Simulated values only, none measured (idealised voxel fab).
Module name: voxel quadruple lines (process module)
Cross-section cut: width 185 nm, square cells of 5 nm.
We lay out every cross-section as a grid of square cells and spell it out in bands from the top down, where one band means one or more rows of cells. A band entry consists of two parts. The first gives the height of the band's top and the height of its bottom, in nm. The rest lists the band's materials from left to right, each with its width in nm. A single material labelled with the word "full width" fills the band from edge to edge, and the word "empty" marks empty space. Heights from 0 (as-received wafer is one material below). Bottom band endless downward, as "0..down". Width spec "30 to 40" -> top row of cells at first value, bottom row at second value, equal per-row change in between. When a step is marked "nothing altered", none of the cells in the cross-section changed during that step. Empty spaces counting at least 8 cells and having no open way to the top are listed in "Completely sealed voids". The notation width x height at distance is used for each, the distance being from the left edge and all three values in nm. after a step's settings: what the simulator itself notes on the step. A step's line can hold "overlay nm"; with a mask on that step, the setting says how far right of the planned place the mask lay, while a negative setting says it lay to the left.
Plan:
step 1: RECEIVE | material Si
step 2: CONFORMAL_DEP | material Al2O3 | thk nm 10
step 3: DIRECTIONAL_DEP | material Ru | thk nm 10
step 4: DIRECTIONAL_DEP | material polySi | thk nm 20
step 5: DIRECTIONAL_DEP | material aC | thk nm 20
step 6: PATTERN | tone cover | mask id MANDREL | material resist | width nm 25 | pitch nm 80 | thk nm 30 | overlay nm 0
step 7: DIRECTIONAL_ETCH | etch materials aC | depth nm 20
step 8: STRIP | etch materials resist
step 9: CONFORMAL_DEP | material SiO2 | thk nm 15
step 10: DIRECTIONAL_ETCH | etch materials SiO2 | depth nm 15
step 11: STRIP | etch materials aC
step 12: DIRECTIONAL_ETCH | etch materials polySi | depth nm 20
step 13: STRIP | etch materials SiO2
step 14: CONFORMAL_DEP | material SiN | thk nm 5
step 15: DIRECTIONAL_ETCH | etch materials SiN | depth nm 5
step 16: STRIP | etch materials polySi
step 17: DIRECTIONAL_ETCH | etch materials Ru | depth nm 10
step 18: STRIP | etch materials SiN
Received-state cross-section, reflecting completion of step 1:
> 0..down | Si full width
> Completely sealed voids: none
The module was run from the start shown above using the plan shown above, but one mistake was made doing it; the resulting wafer cross-section is below:
> 20..10 | 25 nm empty; 5 nm Ru; 15 nm empty; 5 nm Ru; 15 nm empty; 5 nm Ru; 15 nm empty; 5 nm Ru; 15 nm empty; 5 nm Ru; 15 nm empty; 5 nm Ru; 15 nm empty; 5 nm Ru; 15 nm empty; 5 nm Ru; 15 nm empty
> 10..0 | Al2O3 full width
> 0..down | Si full width
> Completely sealed voids: none
Want to know what went wrong? step 6 ran with different settings than intended, the actual operation and settings being PATTERN | tone cover | mask id MANDREL | material resist | width nm 25 | pitch nm 80 | thk nm 30 | overlay nm 5
